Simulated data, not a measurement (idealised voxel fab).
process module | voxel ribs on slabs
cross-section cut | 175 nm wide | cells 5 nm
A cross-section is a grid of square cells, given in bands from the top down. A band is one or more rows of cells.
Each band's line starts with the height of the band's top and of its bottom, in nm. Then come its materials from left to right, each with its width in nm. One material with "throughout" fills the band from edge to edge. "air" is empty space.
Height 0 is the level under which the wafer as received is all one material. The lowest band goes on downwards, as in "0 down".
A width such as "30 to 40" changes by the same amount from each row of cells to the next, from the band's top row to its bottom row.
"no change" after a step means that no cell of the cross-section changed.
closed voids: empty space of 8 cells or more with no open way to the top, each as width x height at its distance from the left edge, in nm
after a step's settings: what the simulator itself notes on the step
overlay nm, on a step with a mask: how far to the right of its planned place the mask lay; to the left if negative
plan
1 op RECEIVE | material Si
2 op DIRECTIONAL_DEP | material SiO2 | thk nm 20
3 op DIRECTIONAL_DEP | material SiN | thk nm 15
4 op DIRECTIONAL_DEP | material aC | thk nm 10
5 op PATTERN | tone cover | mask id RIB | material resist | width nm 25 | thk nm 25 | overlay nm 0
6 op DIRECTIONAL_ETCH | etch materials aC | depth nm 10
7 op STRIP | etch materials resist
8 op DIRECTIONAL_ETCH | etch materials SiN | depth nm 5
9 op STRIP | etch materials aC
10 op MASKED_ETCH | tone cover | mask id SLAB | width nm 85 | etch materials SiN | depth nm 10 | overlay nm 0
11 op FILL_DEP | material SiO2 | thk nm 25
12 op CMP | height nm 50
13 op DIRECTIONAL_DEP | material W | thk nm 5
14 op DIRECTIONAL_DEP | material aC | thk nm 10
15 op PATTERN | tone cover | mask id HEATER | material resist | width nm 35 | thk nm 25 | overlay nm 0
16 op DIRECTIONAL_ETCH | etch materials aC | depth nm 10
17 op STRIP | etch materials resist
18 op DIRECTIONAL_ETCH | etch materials W | depth nm 5
19 op STRIP | etch materials aC
20 op CONFORMAL_DEP | material SiO2 | thk nm 5
as received, after step 1
  0 down: Si throughout
  closed voids: none
a wafer at the end: this start, this plan, one mistake
  60 to 55: air 65 | SiO2 45 | air 65
  55 to 50: SiO2 70 | W 35 | SiO2 70
  50 to 30: SiO2 throughout
  30 to 25: SiN 45 | SiO2 85 | SiN 45
  25 to 20: SiN 45 | SiO2 30 | SiN 25 | SiO2 30 | SiN 45
  20 to 0: SiO2 throughout
  0 down: Si throughout
  closed voids: none
what went wrong: step 10 ran as: op MASKED_ETCH | tone open | mask id SLAB | width nm 85 | etch materials SiN | depth nm 10 | overlay nm 0
